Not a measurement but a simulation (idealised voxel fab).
Process module in this document: voxel local oxidation
Cross-sectional view cut (width: 270 nm; square cell size: 5 nm).
Cross-section layout: square cells on a grid; listed as bands, top to bottom; a band spans one or more cell rows.
Read a band's entry like this: the first values are the height of its top and the height of its bottom in nm, and what follows is the sequence of materials from left to right, each with its width in nm. Note that "blank" is empty space, and that a single material marked "all across" reaches across the band from edge to edge.
The level at which height equals 0 is the one under which the wafer, as it arrives, is entirely one material. No lower edge exists for the bottom band, which continues downward and is notated as in "0 and below".
A two-number width, for instance "30..40", indicates that the width is equal to the first number in the top row of the band and to the second number in the bottom row, and that it changes by a constant amount per row of cells.
Reading "remained the same" for a step: not a cell of the cross-section changed in it.
"Completely sealed voids": sealed empty spaces, 8 cells or more, no open way to top, listed width x height at distance, with distance from the left edge and width, height and distance in nm.
What comes after the settings on a step's line is commentary from the simulator itself on that step.
overlay nm: mask offset rightward from planned place, masked step; negative means leftward offset.

Here's what the planned process steps look like:
1: RECEIVE,material Si
2: OXIDIZE,depth nm 5
3: CONFORMAL_DEP,material SiN,thk nm 10
4: PATTERN,tone cover,mask id ACTIVE,material resist,width nm 125,thk nm 20,overlay nm 0
5: DIRECTIONAL_ETCH,etch materials SiN,depth nm 10
6: STRIP,etch materials resist
7: SELECTIVE_ETCH,etch materials SiO2,depth nm 5
8: OXIDIZE,depth nm 15
9: STRIP,etch materials SiN

This is the cross-section of the wafer as we received it, i.e. after step 1:
* 0 and below: Si all across
* Completely sealed voids: none

Post-module cross-section: identical start and plan to those above, one misstep in execution:
* 10 down to 0: blank 70, then SiN 125, then blank 75
* 0 down to -5: blank 75, then SiO2 115, then blank 80
* -5 down to -20: SiO2 90, then Si 85, then SiO2 95
* -20 and below: Si all across
* Completely sealed voids: none
Want to know what went wrong? with respect to the plan, step 9 was omitted and not executed
